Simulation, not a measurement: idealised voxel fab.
Process module under the name voxel transistor to metal
The cross-section shown here is cut; it is 200 nm wide and divided into square cells measuring 5 nm on a side.
In this document a cross-section is written as a grid of square cells. It is given as a series of bands, listed from the top down, and a band is one or more rows of cells. Basically the band line says how high the top is and how high the bottom is, in nm, and then what's in it from left to right, every material with its width in nm. Empty space shows up as "empty", and if a single material carries "everywhere" it runs the full band edge to edge. Where do heights start? At 0: under that level the wafer as delivered is made of one material only. And the lowest band has no floor; it just carries on downward, as in "z 0 and below". The notation "30..40" denotes a width that varies across the rows of cells in the band, beginning at the first number in the top row, finishing at the second number in the bottom row, and changing by an identical amount from each row to the next. Given "no change occurred" for a step, no cell of the cross-section differs between before and after that step. You'll see "Cavities, closed" listing empty spaces that have no way open to the top, as long as they're 8 cells or more; the notation is width x height at distance, where the distance is from the left edge, and all of it is in nm. On each step's line, the part that comes after the settings is the simulator's own comment on the step. "overlay nm" answers the question of how far to the right of plan the mask lay on a step that has a mask, and when it is negative the answer is to the left.

Set out below are the planned steps of the process:
- 1: RECEIVE, material Si
- 2: OXIDIZE, depth nm 5
- 3: CONFORMAL_DEP, material SiN, thk nm 15
- 4: MASKED_ETCH, tone cover, mask id ACTIVE, width nm 105, etch materials SiN, depth nm 15, overlay nm 0
- 5: MASKED_ETCH, tone cover, mask id ACTIVE, width nm 105, etch materials SiO2, depth nm 5, overlay nm 0
- 6: MASKED_ETCH, tone cover, mask id ACTIVE, width nm 105, etch materials Si, depth nm 25, overlay nm 0
- 7: FILL_DEP, material SiO2, thk nm 5
- 8: CMP, height nm 15
- 9: SELECTIVE_ETCH, etch materials SiO2, depth nm 15
- 10: STRIP, etch materials SiN
- 11: SELECTIVE_ETCH, etch materials SiO2, depth nm 5
- 12: OXIDIZE, depth nm 5
- 13: DIRECTIONAL_DEP, material polySi, thk nm 20
- 14: DIRECTIONAL_DEP, material SiCN, thk nm 15
- 15: PATTERN, tone cover, mask id GATE, material resist, width nm 25, thk nm 15, overlay nm 0
- 16: DIRECTIONAL_ETCH, etch materials SiCN, depth nm 25
- 17: DIRECTIONAL_ETCH, etch materials polySi, depth nm 30
- 18: STRIP, etch materials resist
- 19: CONFORMAL_DEP, material SiN, thk nm 10
- 20: DIRECTIONAL_ETCH, etch materials SiN, depth nm 10
- 21: DIRECTIONAL_ETCH, etch materials SiO2, depth nm 5
- 22: DIRECTIONAL_ETCH, etch materials Si, depth nm 5
- 23: EPI, material pSi, thk nm 5
- 24: FILL_DEP, material SiO2, thk nm 5
- 25: CMP, height nm 15
- 26: STRIP, etch materials polySi
- 27: SELECTIVE_ETCH, etch materials SiO2, depth nm 5
- 28: CONFORMAL_DEP, material HfO2, thk nm 5
- 29: CONFORMAL_DEP, material TiN, thk nm 5
- 30: FILL_DEP, material W, thk nm 10
- 31: CMP, height nm 10
- 32: DIRECTIONAL_DEP, material SiO2, thk nm 15
- 33: MASKED_ETCH, tone open, mask id CONTACT, width nm 15, pitch nm 80, etch materials SiO2, depth nm 35, overlay nm 0
- 34: CONFORMAL_DEP, material TiN, thk nm 5
- 35: FILL_DEP, material W, thk nm 10
- 36: CMP, height nm 25
- 37: CONFORMAL_DEP, material SiN, thk nm 5
- 38: DIRECTIONAL_DEP, material lowk, thk nm 25
- 39: DIRECTIONAL_DEP, material aC, thk nm 10
- 40: PATTERN, tone open, mask id METAL_1, material resist, width nm 15, pitch nm 80, thk nm 30, overlay nm 0
- 41: DIRECTIONAL_ETCH, etch materials aC, depth nm 10
- 42: STRIP, etch materials resist
- 43: DIRECTIONAL_ETCH, etch materials lowk, depth nm 25
- 44: DIRECTIONAL_ETCH, etch materials SiN, depth nm 5
- 45: STRIP, etch materials aC
- 46: CONFORMAL_DEP, material TiN, thk nm 5
- 47: FILL_DEP, material Ru, thk nm 5
- 48: CMP, height nm 55
- 49: CONFORMAL_DEP, material SiN, thk nm 5

First of the two wafers, run per plan:

Shown in cross-section is the wafer as received, that is, as it stands after step 1:
    z 0 and below: Si everywhere
    Cavities, closed: none

The following cross-section depicts the wafer upon completion of step 2:
    z 0 to -5: SiO2 everywhere
    Everything below -5 is unchanged.

The following cross-section depicts the wafer upon completion of step 3:
    z 15 to 0: SiN everywhere
    Everything below 0 is unchanged.

The following cross-section depicts the wafer upon completion of step 4:
    z 15 to 0: empty 45 | SiN 105 | empty 50
    Everything below 0 is unchanged.

The following cross-section depicts the wafer upon completion of step 5:
    z 15 to 0: empty 45 | SiN 105 | empty 50
    z 0 to -5: empty 45 | SiO2 105 | empty 50
    Everything below -5 is unchanged.

The following cross-section depicts the wafer upon completion of step 6:
    z 15 to 0: empty 45 | SiN 105 | empty 50
    z 0 to -5: empty 45 | SiO2 105 | empty 50
    z -5 to -30: empty 45 | Si 105 | empty 50
    Everything below -30 is unchanged.

The following cross-section depicts the wafer upon completion of step 7:
    z 20 to 15: SiO2 everywhere
    z 15 to 0: SiO2 45 | SiN 105 | SiO2 50
    z 0 to -5: SiO2 everywhere
    z -5 to -30: SiO2 45 | Si 105 | SiO2 50
    Everything below -30 is unchanged.

The following cross-section depicts the wafer upon completion of step 8:
    z 15 to 0: SiO2 45 | SiN 105 | SiO2 50
    Everything below 0 is unchanged.

The following cross-section depicts the wafer upon completion of step 9:
    z 15 to 0: empty 45 | SiN 105 | empty 50
    Everything below 0 is unchanged.

The following cross-section depicts the wafer upon completion of step 10:
    z 0 to -5: SiO2 everywhere
    Everything below -5 is unchanged.

The following cross-section depicts the wafer upon completion of step 11:
    z -5 to -30: SiO2 45 | Si 105 | SiO2 50
    Everything below -30 is unchanged.

The following cross-section depicts the wafer upon completion of step 12:
    z -5 to -10: SiO2 everywhere
    Everything below -10 is unchanged.

The following cross-section depicts the wafer upon completion of step 13:
    z 15 to -5: polySi everywhere
    Everything below -5 is unchanged.

The following cross-section depicts the wafer upon completion of step 14:
    z 30 to 15: SiCN everywhere
    Everything below 15 is unchanged.

The following cross-section depicts the wafer upon completion of step 15:
    z 45 to 30: empty 85 | resist 25 | empty 90
    Everything below 30 is unchanged.

The following cross-section depicts the wafer upon completion of step 16:
    z 45 to 30: empty 85 | resist 25 | empty 90
    z 30 to 15: empty 85 | SiCN 25 | empty 90
    Everything below 15 is unchanged.

The following cross-section depicts the wafer upon completion of step 17:
    z 45 to 30: empty 85 | resist 25 | empty 90
    z 30 to 15: empty 85 | SiCN 25 | empty 90
    z 15 to -5: empty 85 | polySi 25 | empty 90
    Everything below -5 is unchanged.

The following cross-section depicts the wafer upon completion of step 18:
    z 30 to 15: empty 85 | SiCN 25 | empty 90
    Everything below 15 is unchanged.

The following cross-section depicts the wafer upon completion of step 19:
    z 40 to 30: empty 75 | SiN 45 | empty 80
    z 30 to 15: empty 75 | SiN 10 | SiCN 25 | SiN 10 | empty 80
    z 15 to 5: empty 75 | SiN 10 | polySi 25 | SiN 10 | empty 80
    z 5 to -5: SiN 85 | polySi 25 | SiN 90
    Everything below -5 is unchanged.

The following cross-section depicts the wafer upon completion of step 20:
    z 30 to 15: empty 75 | SiN 10 | SiCN 25 | SiN 10 | empty 80
    z 15 to -5: empty 75 | SiN 10 | polySi 25 | SiN 10 | empty 80
    Everything below -5 is unchanged.

The following cross-section depicts the wafer upon completion of step 21:
    z 30 to 15: empty 75 | SiN 10 | SiCN 25 | SiN 10 | empty 80
    z 15 to -5: empty 75 | SiN 10 | polySi 25 | SiN 10 | empty 80
    z -5 to -10: empty 75 | SiO2 45 | empty 80
    Everything below -10 is unchanged.

The following cross-section depicts the wafer upon completion of step 22:
    z 30 to 15: empty 75 | SiN 10 | SiCN 25 | SiN 10 | empty 80
    z 15 to -5: empty 75 | SiN 10 | polySi 25 | SiN 10 | empty 80
    z -5 to -10: empty 75 | SiO2 45 | empty 80
    z -10 to -15: SiO2 45 | empty 30 | Si 45 | empty 30 | SiO2 50
    Everything below -15 is unchanged.

The following cross-section depicts the wafer upon completion of step 23:
    z 30 to 15: empty 75 | SiN 10 | SiCN 25 | SiN 10 | empty 80
    z 15 to -5: empty 75 | SiN 10 | polySi 25 | SiN 10 | empty 80
    z -5 to -10: empty 70 | pSi 5 | SiO2 45 | pSi 5 | empty 75
    z -10 to -15: SiO2 45 | pSi 30 | Si 45 | pSi 30 | SiO2 50
    Everything below -15 is unchanged.

The following cross-section depicts the wafer upon completion of step 24:
    z 35 to 30: SiO2 everywhere
    z 30 to 15: SiO2 75 | SiN 10 | SiCN 25 | SiN 10 | SiO2 80
    z 15 to -5: SiO2 75 | SiN 10 | polySi 25 | SiN 10 | SiO2 80
    z -5 to -10: SiO2 70 | pSi 5 | SiO2 45 | pSi 5 | SiO2 75
    Everything below -10 is unchanged.

The following cross-section depicts the wafer upon completion of step 25:
    z 15 to -5: SiO2 75 | SiN 10 | polySi 25 | SiN 10 | SiO2 80
    Everything below -5 is unchanged.

The following cross-section depicts the wafer upon completion of step 26:
    z 15 to -5: SiO2 75 | SiN 10 | empty 25 | SiN 10 | SiO2 80
    Everything below -5 is unchanged.

The following cross-section depicts the wafer upon completion of step 27:
    z 15 to 10: empty 75 | SiN 10 | empty 25 | SiN 10 | empty 80
    z 10 to -5: SiO2 75 | SiN 10 | empty 25 | SiN 10 | SiO2 80
    z -5 to -10: SiO2 70 | pSi 5 | SiO2 5 | empty 35 | SiO2 5 | pSi 5 | SiO2 75
    Everything below -10 is unchanged.

The following cross-section depicts the wafer upon completion of step 28:
    z 20 to 15: empty 70 | HfO2 20 | empty 15 | HfO2 20 | empty 75
    z 15 to 10: HfO2 75 | SiN 10 | HfO2 5 | empty 15 | HfO2 5 | SiN 10 | HfO2 80
    z 10 to -5: SiO2 75 | SiN 10 | HfO2 5 | empty 15 | HfO2 5 | SiN 10 | SiO2 80
    z -5 to -10: SiO2 70 | pSi 5 | SiO2 5 | HfO2 35 | SiO2 5 | pSi 5 | SiO2 75
    Everything below -10 is unchanged.

The following cross-section depicts the wafer upon completion of step 29:
    z 25 to 20: empty 65 | TiN 30 | empty 5 | TiN 30 | empty 70
    z 20 to 15: TiN 70 | HfO2 20 | TiN 5 | empty 5 | TiN 5 | HfO2 20 | TiN 75
    z 15 to 10: HfO2 75 | SiN 10 | HfO2 5 | TiN 5 | empty 5 | TiN 5 | HfO2 5 | SiN 10 | HfO2 80
    z 10 to 0: SiO2 75 | SiN 10 | HfO2 5 | TiN 5 | empty 5 | TiN 5 | HfO2 5 | SiN 10 | SiO2 80
    z 0 to -5: SiO2 75 | SiN 10 | HfO2 5 | TiN 15 | HfO2 5 | SiN 10 | SiO2 80
    Everything below -5 is unchanged.

The following cross-section depicts the wafer upon completion of step 30:
    z 35 to 25: W everywhere
    z 25 to 20: W 65 | TiN 30 | W 5 | TiN 30 | W 70
    z 20 to 15: TiN 70 | HfO2 20 | TiN 5 | W 5 | TiN 5 | HfO2 20 | TiN 75
    z 15 to 10: HfO2 75 | SiN 10 | HfO2 5 | TiN 5 | W 5 | TiN 5 | HfO2 5 | SiN 10 | HfO2 80
    z 10 to 0: SiO2 75 | SiN 10 | HfO2 5 | TiN 5 | W 5 | TiN 5 | HfO2 5 | SiN 10 | SiO2 80
    Everything below 0 is unchanged.

The following cross-section depicts the wafer upon completion of step 31:
    z 10 to 0: SiO2 75 | SiN 10 | HfO2 5 | TiN 5 | W 5 | TiN 5 | HfO2 5 | SiN 10 | SiO2 80
    Everything below 0 is unchanged.

The following cross-section depicts the wafer upon completion of step 32:
    z 25 to 10: SiO2 everywhere
    Everything below 10 is unchanged.

The following cross-section depicts the wafer upon completion of step 33:
    z 25 to 10: SiO2 50 | empty 15 | SiO2 65 | empty 15 | SiO2 55
    z 10 to 0: SiO2 50 | empty 15 | SiO2 10 | SiN 10 | HfO2 5 | TiN 5 | W 5 | TiN 5 | HfO2 5 | SiN 10 | SiO2 10 | empty 15 | SiO2 55
    z 0 to -5: SiO2 50 | empty 15 | SiO2 10 | SiN 10 | HfO2 5 | TiN 15 | HfO2 5 | SiN 10 | SiO2 10 | empty 15 | SiO2 55
    z -5 to -10: SiO2 50 | empty 15 | SiO2 5 | pSi 5 | SiO2 5 | HfO2 35 | SiO2 5 | pSi 5 | SiO2 5 | empty 15 | SiO2 55
    Everything below -10 is unchanged.

The following cross-section depicts the wafer upon completion of step 34:
    z 30 to 25: TiN 55 | empty 5 | TiN 75 | empty 5 | TiN 60
    z 25 to 10: SiO2 50 | TiN 5 | empty 5 | TiN 5 | SiO2 65 | TiN 5 | empty 5 | TiN 5 | SiO2 55
    z 10 to 0: SiO2 50 | TiN 5 | empty 5 | TiN 5 | SiO2 10 | SiN 10 | HfO2 5 | TiN 5 | W 5 | TiN 5 | HfO2 5 | SiN 10 | SiO2 10 | TiN 5 | empty 5 | TiN 5 | SiO2 55
    z 0 to -5: SiO2 50 | TiN 5 | empty 5 | TiN 5 | SiO2 10 | SiN 10 | HfO2 5 | TiN 15 | HfO2 5 | SiN 10 | SiO2 10 | TiN 5 | empty 5 | TiN 5 | SiO2 55
    z -5 to -10: SiO2 50 | TiN 15 | SiO2 5 | pSi 5 | SiO2 5 | HfO2 35 | SiO2 5 | pSi 5 | SiO2 5 | TiN 15 | SiO2 55
    Everything below -10 is unchanged.

The following cross-section depicts the wafer upon completion of step 35:
    z 40 to 30: W everywhere
    z 30 to 25: TiN 55 | W 5 | TiN 75 | W 5 | TiN 60
    z 25 to 10: SiO2 50 | TiN 5 | W 5 | TiN 5 | SiO2 65 | TiN 5 | W 5 | TiN 5 | SiO2 55
    z 10 to 0: SiO2 50 | TiN 5 | W 5 | TiN 5 | SiO2 10 | SiN 10 | HfO2 5 | TiN 5 | W 5 | TiN 5 | HfO2 5 | SiN 10 | SiO2 10 | TiN 5 | W 5 | TiN 5 | SiO2 55
    z 0 to -5: SiO2 50 | TiN 5 | W 5 | TiN 5 | SiO2 10 | SiN 10 | HfO2 5 | TiN 15 | HfO2 5 | SiN 10 | SiO2 10 | TiN 5 | W 5 | TiN 5 | SiO2 55
    Everything below -5 is unchanged.

The following cross-section depicts the wafer upon completion of step 36:
    z 25 to 10: SiO2 50 | TiN 5 | W 5 | TiN 5 | SiO2 65 | TiN 5 | W 5 | TiN 5 | SiO2 55
    Everything below 10 is unchanged.

The following cross-section depicts the wafer upon completion of step 37:
    z 30 to 25: SiN everywhere
    Everything below 25 is unchanged.

The following cross-section depicts the wafer upon completion of step 38:
    z 55 to 30: lowk everywhere
    Everything below 30 is unchanged.

The following cross-section depicts the wafer upon completion of step 39:
    z 65 to 55: aC everywhere
    Everything below 55 is unchanged.

The following cross-section depicts the wafer upon completion of step 40:
    z 95 to 65: resist 50 | empty 15 | resist 65 | empty 15 | resist 55
    Everything below 65 is unchanged.

The following cross-section depicts the wafer upon completion of step 41:
    z 85 to 65: resist 50 | empty 15 | resist 65 | empty 15 | resist 55
    z 65 to 55: aC 50 | empty 15 | aC 65 | empty 15 | aC 55
    Everything below 55 is unchanged.

The following cross-section depicts the wafer upon completion of step 42:
    z 65 to 55: aC 50 | empty 15 | aC 65 | empty 15 | aC 55
    Everything below 55 is unchanged.

The following cross-section depicts the wafer upon completion of step 43:
    z 65 to 55: aC 50 | empty 15 | aC 65 | empty 15 | aC 55
    z 55 to 30: lowk 50 | empty 15 | lowk 65 | empty 15 | lowk 55
    Everything below 30 is unchanged.

The following cross-section depicts the wafer upon completion of step 44:
    z 65 to 55: aC 50 | empty 15 | aC 65 | empty 15 | aC 55
    z 55 to 30: lowk 50 | empty 15 | lowk 65 | empty 15 | lowk 55
    z 30 to 25: SiN 50 | empty 15 | SiN 65 | empty 15 | SiN 55
    Everything below 25 is unchanged.

The following cross-section depicts the wafer upon completion of step 45:
    z 55 to 30: lowk 50 | empty 15 | lowk 65 | empty 15 | lowk 55
    Everything below 30 is unchanged.

The following cross-section depicts the wafer upon completion of step 46:
    z 60 to 55: TiN 55 | empty 5 | TiN 75 | empty 5 | TiN 60
    z 55 to 30: lowk 50 | TiN 5 | empty 5 | TiN 5 | lowk 65 | TiN 5 | empty 5 | TiN 5 | lowk 55
    z 30 to 25: SiN 50 | TiN 15 | SiN 65 | TiN 15 | SiN 55
    Everything below 25 is unchanged.

The following cross-section depicts the wafer upon completion of step 47:
    z 65 to 60: Ru everywhere
    z 60 to 55: TiN 55 | Ru 5 | TiN 75 | Ru 5 | TiN 60
    z 55 to 30: lowk 50 | TiN 5 | Ru 5 | TiN 5 | lowk 65 | TiN 5 | Ru 5 | TiN 5 | lowk 55
    Everything below 30 is unchanged.

The following cross-section depicts the wafer upon completion of step 48:
    z 55 to 30: lowk 50 | TiN 5 | Ru 5 | TiN 5 | lowk 65 | TiN 5 | Ru 5 | TiN 5 | lowk 55
    Everything below 30 is unchanged.

The following cross-section depicts the wafer upon completion of step 49:
    z 60 to 55: SiN everywhere
    Everything below 55 is unchanged.

What follows concerns the second wafer, which started out like the first and was meant to follow the very same plan; one mistake crept in when it was run, but everything up to and including step 5 is the same as for the first wafer:

Cross-section of the second wafer corresponding to the planned conclusion of step 6:
    z 15 to 0: empty 45 | SiN 105 | empty 50
    z 0 to -5: empty 45 | SiO2 105 | empty 50
    z -5 to -55: empty 45 | Si 105 | empty 50
    Everything below -55 is unchanged.

Cross-section of the second wafer corresponding to the planned conclusion of step 7:
    z 20 to 15: SiO2 everywhere
    z 15 to 0: SiO2 45 | SiN 105 | SiO2 50
    z 0 to -5: SiO2 everywhere
    z -5 to -55: SiO2 45 | Si 105 | SiO2 50
    Everything below -55 is unchanged.

Cross-section of the second wafer corresponding to the planned conclusion of step 8:
    z 15 to 0: SiO2 45 | SiN 105 | SiO2 50
    Everything below 0 is unchanged.

Cross-section of the second wafer corresponding to the planned conclusion of step 9:
    z 15 to 0: empty 45 | SiN 105 | empty 50
    Everything below 0 is unchanged.

Cross-section of the second wafer corresponding to the planned conclusion of step 10:
    z 0 to -5: SiO2 everywhere
    Everything below -5 is unchanged.

Cross-section of the second wafer corresponding to the planned conclusion of step 11:
    z -5 to -55: SiO2 45 | Si 105 | SiO2 50
    Everything below -55 is unchanged.

Cross-section of the second wafer corresponding to the planned conclusion of step 12:
    z -5 to -10: SiO2 everywhere
    Everything below -10 is unchanged.

Cross-section of the second wafer corresponding to the planned conclusion of step 13:
    z 15 to -5: polySi everywhere
    Everything below -5 is unchanged.

Cross-section of the second wafer corresponding to the planned conclusion of step 14:
    z 30 to 15: SiCN everywhere
    Everything below 15 is unchanged.

Cross-section of the second wafer corresponding to the planned conclusion of step 15:
    z 45 to 30: empty 85 | resist 25 | empty 90
    Everything below 30 is unchanged.

Cross-section of the second wafer corresponding to the planned conclusion of step 16:
    z 45 to 30: empty 85 | resist 25 | empty 90
    z 30 to 15: empty 85 | SiCN 25 | empty 90
    Everything below 15 is unchanged.

Cross-section of the second wafer corresponding to the planned conclusion of step 17:
    z 45 to 30: empty 85 | resist 25 | empty 90
    z 30 to 15: empty 85 | SiCN 25 | empty 90
    z 15 to -5: empty 85 | polySi 25 | empty 90
    Everything below -5 is unchanged.

Cross-section of the second wafer corresponding to the planned conclusion of step 18:
    z 30 to 15: empty 85 | SiCN 25 | empty 90
    Everything below 15 is unchanged.

Cross-section of the second wafer corresponding to the planned conclusion of step 19:
    z 40 to 30: empty 75 | SiN 45 | empty 80
    z 30 to 15: empty 75 | SiN 10 | SiCN 25 | SiN 10 | empty 80
    z 15 to 5: empty 75 | SiN 10 | polySi 25 | SiN 10 | empty 80
    z 5 to -5: SiN 85 | polySi 25 | SiN 90
    Everything below -5 is unchanged.

Cross-section of the second wafer corresponding to the planned conclusion of step 20:
    z 30 to 15: empty 75 | SiN 10 | SiCN 25 | SiN 10 | empty 80
    z 15 to -5: empty 75 | SiN 10 | polySi 25 | SiN 10 | empty 80
    Everything below -5 is unchanged.

Cross-section of the second wafer corresponding to the planned conclusion of step 21:
    z 30 to 15: empty 75 | SiN 10 | SiCN 25 | SiN 10 | empty 80
    z 15 to -5: empty 75 | SiN 10 | polySi 25 | SiN 10 | empty 80
    z -5 to -10: empty 75 | SiO2 45 | empty 80
    Everything below -10 is unchanged.

Cross-section of the second wafer corresponding to the planned conclusion of step 22:
    z 30 to 15: empty 75 | SiN 10 | SiCN 25 | SiN 10 | empty 80
    z 15 to -5: empty 75 | SiN 10 | polySi 25 | SiN 10 | empty 80
    z -5 to -10: empty 75 | SiO2 45 | empty 80
    z -10 to -15: SiO2 45 | empty 30 | Si 45 | empty 30 | SiO2 50
    Everything below -15 is unchanged.

Cross-section of the second wafer corresponding to the planned conclusion of step 23:
    z 30 to 15: empty 75 | SiN 10 | SiCN 25 | SiN 10 | empty 80
    z 15 to -5: empty 75 | SiN 10 | polySi 25 | SiN 10 | empty 80
    z -5 to -10: empty 70 | pSi 5 | SiO2 45 | pSi 5 | empty 75
    z -10 to -15: SiO2 45 | pSi 30 | Si 45 | pSi 30 | SiO2 50
    Everything below -15 is unchanged.

Cross-section of the second wafer corresponding to the planned conclusion of step 24:
    z 35 to 30: SiO2 everywhere
    z 30 to 15: SiO2 75 | SiN 10 | SiCN 25 | SiN 10 | SiO2 80
    z 15 to -5: SiO2 75 | SiN 10 | polySi 25 | SiN 10 | SiO2 80
    z -5 to -10: SiO2 70 | pSi 5 | SiO2 45 | pSi 5 | SiO2 75
    Everything below -10 is unchanged.

Cross-section of the second wafer corresponding to the planned conclusion of step 25:
    z 15 to -5: SiO2 75 | SiN 10 | polySi 25 | SiN 10 | SiO2 80
    Everything below -5 is unchanged.

Cross-section of the second wafer corresponding to the planned conclusion of step 26:
    z 15 to -5: SiO2 75 | SiN 10 | empty 25 | SiN 10 | SiO2 80
    Everything below -5 is unchanged.

Cross-section of the second wafer corresponding to the planned conclusion of step 27:
    z 15 to 10: empty 75 | SiN 10 | empty 25 | SiN 10 | empty 80
    z 10 to -5: SiO2 75 | SiN 10 | empty 25 | SiN 10 | SiO2 80
    z -5 to -10: SiO2 70 | pSi 5 | SiO2 5 | empty 35 | SiO2 5 | pSi 5 | SiO2 75
    Everything below -10 is unchanged.

Cross-section of the second wafer corresponding to the planned conclusion of step 28:
    z 20 to 15: empty 70 | HfO2 20 | empty 15 | HfO2 20 | empty 75
    z 15 to 10: HfO2 75 | SiN 10 | HfO2 5 | empty 15 | HfO2 5 | SiN 10 | HfO2 80
    z 10 to -5: SiO2 75 | SiN 10 | HfO2 5 | empty 15 | HfO2 5 | SiN 10 | SiO2 80
    z -5 to -10: SiO2 70 | pSi 5 | SiO2 5 | HfO2 35 | SiO2 5 | pSi 5 | SiO2 75
    Everything below -10 is unchanged.

Cross-section of the second wafer corresponding to the planned conclusion of step 29:
    z 25 to 20: empty 65 | TiN 30 | empty 5 | TiN 30 | empty 70
    z 20 to 15: TiN 70 | HfO2 20 | TiN 5 | empty 5 | TiN 5 | HfO2 20 | TiN 75
    z 15 to 10: HfO2 75 | SiN 10 | HfO2 5 | TiN 5 | empty 5 | TiN 5 | HfO2 5 | SiN 10 | HfO2 80
    z 10 to 0: SiO2 75 | SiN 10 | HfO2 5 | TiN 5 | empty 5 | TiN 5 | HfO2 5 | SiN 10 | SiO2 80
    z 0 to -5: SiO2 75 | SiN 10 | HfO2 5 | TiN 15 | HfO2 5 | SiN 10 | SiO2 80
    Everything below -5 is unchanged.

Cross-section of the second wafer corresponding to the planned conclusion of step 30:
    z 35 to 25: W everywhere
    z 25 to 20: W 65 | TiN 30 | W 5 | TiN 30 | W 70
    z 20 to 15: TiN 70 | HfO2 20 | TiN 5 | W 5 | TiN 5 | HfO2 20 | TiN 75
    z 15 to 10: HfO2 75 | SiN 10 | HfO2 5 | TiN 5 | W 5 | TiN 5 | HfO2 5 | SiN 10 | HfO2 80
    z 10 to 0: SiO2 75 | SiN 10 | HfO2 5 | TiN 5 | W 5 | TiN 5 | HfO2 5 | SiN 10 | SiO2 80
    Everything below 0 is unchanged.

Cross-section of the second wafer corresponding to the planned conclusion of step 31:
    z 10 to 0: SiO2 75 | SiN 10 | HfO2 5 | TiN 5 | W 5 | TiN 5 | HfO2 5 | SiN 10 | SiO2 80
    Everything below 0 is unchanged.

Cross-section of the second wafer corresponding to the planned conclusion of step 32:
    z 25 to 10: SiO2 everywhere
    Everything below 10 is unchanged.

Cross-section of the second wafer corresponding to the planned conclusion of step 33:
    z 25 to 10: SiO2 50 | empty 15 | SiO2 65 | empty 15 | SiO2 55
    z 10 to 0: SiO2 50 | empty 15 | SiO2 10 | SiN 10 | HfO2 5 | TiN 5 | W 5 | TiN 5 | HfO2 5 | SiN 10 | SiO2 10 | empty 15 | SiO2 55
    z 0 to -5: SiO2 50 | empty 15 | SiO2 10 | SiN 10 | HfO2 5 | TiN 15 | HfO2 5 | SiN 10 | SiO2 10 | empty 15 | SiO2 55
    z -5 to -10: SiO2 50 | empty 15 | SiO2 5 | pSi 5 | SiO2 5 | HfO2 35 | SiO2 5 | pSi 5 | SiO2 5 | empty 15 | SiO2 55
    Everything below -10 is unchanged.

Cross-section of the second wafer corresponding to the planned conclusion of step 34:
    z 30 to 25: TiN 55 | empty 5 | TiN 75 | empty 5 | TiN 60
    z 25 to 10: SiO2 50 | TiN 5 | empty 5 | TiN 5 | SiO2 65 | TiN 5 | empty 5 | TiN 5 | SiO2 55
    z 10 to 0: SiO2 50 | TiN 5 | empty 5 | TiN 5 | SiO2 10 | SiN 10 | HfO2 5 | TiN 5 | W 5 | TiN 5 | HfO2 5 | SiN 10 | SiO2 10 | TiN 5 | empty 5 | TiN 5 | SiO2 55
    z 0 to -5: SiO2 50 | TiN 5 | empty 5 | TiN 5 | SiO2 10 | SiN 10 | HfO2 5 | TiN 15 | HfO2 5 | SiN 10 | SiO2 10 | TiN 5 | empty 5 | TiN 5 | SiO2 55
    z -5 to -10: SiO2 50 | TiN 15 | SiO2 5 | pSi 5 | SiO2 5 | HfO2 35 | SiO2 5 | pSi 5 | SiO2 5 | TiN 15 | SiO2 55
    Everything below -10 is unchanged.

Cross-section of the second wafer corresponding to the planned conclusion of step 35:
    z 40 to 30: W everywhere
    z 30 to 25: TiN 55 | W 5 | TiN 75 | W 5 | TiN 60
    z 25 to 10: SiO2 50 | TiN 5 | W 5 | TiN 5 | SiO2 65 | TiN 5 | W 5 | TiN 5 | SiO2 55
    z 10 to 0: SiO2 50 | TiN 5 | W 5 | TiN 5 | SiO2 10 | SiN 10 | HfO2 5 | TiN 5 | W 5 | TiN 5 | HfO2 5 | SiN 10 | SiO2 10 | TiN 5 | W 5 | TiN 5 | SiO2 55
    z 0 to -5: SiO2 50 | TiN 5 | W 5 | TiN 5 | SiO2 10 | SiN 10 | HfO2 5 | TiN 15 | HfO2 5 | SiN 10 | SiO2 10 | TiN 5 | W 5 | TiN 5 | SiO2 55
    Everything below -5 is unchanged.

Cross-section of the second wafer corresponding to the planned conclusion of step 36:
    z 25 to 10: SiO2 50 | TiN 5 | W 5 | TiN 5 | SiO2 65 | TiN 5 | W 5 | TiN 5 | SiO2 55
    Everything below 10 is unchanged.

Cross-section of the second wafer corresponding to the planned conclusion of step 37:
    z 30 to 25: SiN everywhere
    Everything below 25 is unchanged.

Cross-section of the second wafer corresponding to the planned conclusion of step 38:
    z 55 to 30: lowk everywhere
    Everything below 30 is unchanged.

Cross-section of the second wafer corresponding to the planned conclusion of step 39:
    z 65 to 55: aC everywhere
    Everything below 55 is unchanged.

Cross-section of the second wafer corresponding to the planned conclusion of step 40:
    z 95 to 65: resist 50 | empty 15 | resist 65 | empty 15 | resist 55
    Everything below 65 is unchanged.

Cross-section of the second wafer corresponding to the planned conclusion of step 41:
    z 85 to 65: resist 50 | empty 15 | resist 65 | empty 15 | resist 55
    z 65 to 55: aC 50 | empty 15 | aC 65 | empty 15 | aC 55
    Everything below 55 is unchanged.

Cross-section of the second wafer corresponding to the planned conclusion of step 42:
    z 65 to 55: aC 50 | empty 15 | aC 65 | empty 15 | aC 55
    Everything below 55 is unchanged.

Cross-section of the second wafer corresponding to the planned conclusion of step 43:
    z 65 to 55: aC 50 | empty 15 | aC 65 | empty 15 | aC 55
    z 55 to 30: lowk 50 | empty 15 | lowk 65 | empty 15 | lowk 55
    Everything below 30 is unchanged.

Cross-section of the second wafer corresponding to the planned conclusion of step 44:
    z 65 to 55: aC 50 | empty 15 | aC 65 | empty 15 | aC 55
    z 55 to 30: lowk 50 | empty 15 | lowk 65 | empty 15 | lowk 55
    z 30 to 25: SiN 50 | empty 15 | SiN 65 | empty 15 | SiN 55
    Everything below 25 is unchanged.

Cross-section of the second wafer corresponding to the planned conclusion of step 45:
    z 55 to 30: lowk 50 | empty 15 | lowk 65 | empty 15 | lowk 55
    Everything below 30 is unchanged.

Cross-section of the second wafer corresponding to the planned conclusion of step 46:
    z 60 to 55: TiN 55 | empty 5 | TiN 75 | empty 5 | TiN 60
    z 55 to 30: lowk 50 | TiN 5 | empty 5 | TiN 5 | lowk 65 | TiN 5 | empty 5 | TiN 5 | lowk 55
    z 30 to 25: SiN 50 | TiN 15 | SiN 65 | TiN 15 | SiN 55
    Everything below 25 is unchanged.

Cross-section of the second wafer corresponding to the planned conclusion of step 47:
    z 65 to 60: Ru everywhere
    z 60 to 55: TiN 55 | Ru 5 | TiN 75 | Ru 5 | TiN 60
    z 55 to 30: lowk 50 | TiN 5 | Ru 5 | TiN 5 | lowk 65 | TiN 5 | Ru 5 | TiN 5 | lowk 55
    Everything below 30 is unchanged.

Cross-section of the second wafer corresponding to the planned conclusion of step 48:
    z 55 to 30: lowk 50 | TiN 5 | Ru 5 | TiN 5 | lowk 65 | TiN 5 | Ru 5 | TiN 5 | lowk 55
    Everything below 30 is unchanged.

Cross-section of the second wafer corresponding to the planned conclusion of step 49:
    z 60 to 55: SiN everywhere
    Everything below 55 is unchanged.
Diagnosis: twice over, step 6 of the plan was run
Final difference in cells, second wafer against first, listed per material as more or fewer: 95 fewer of Si | 95 more of SiO2
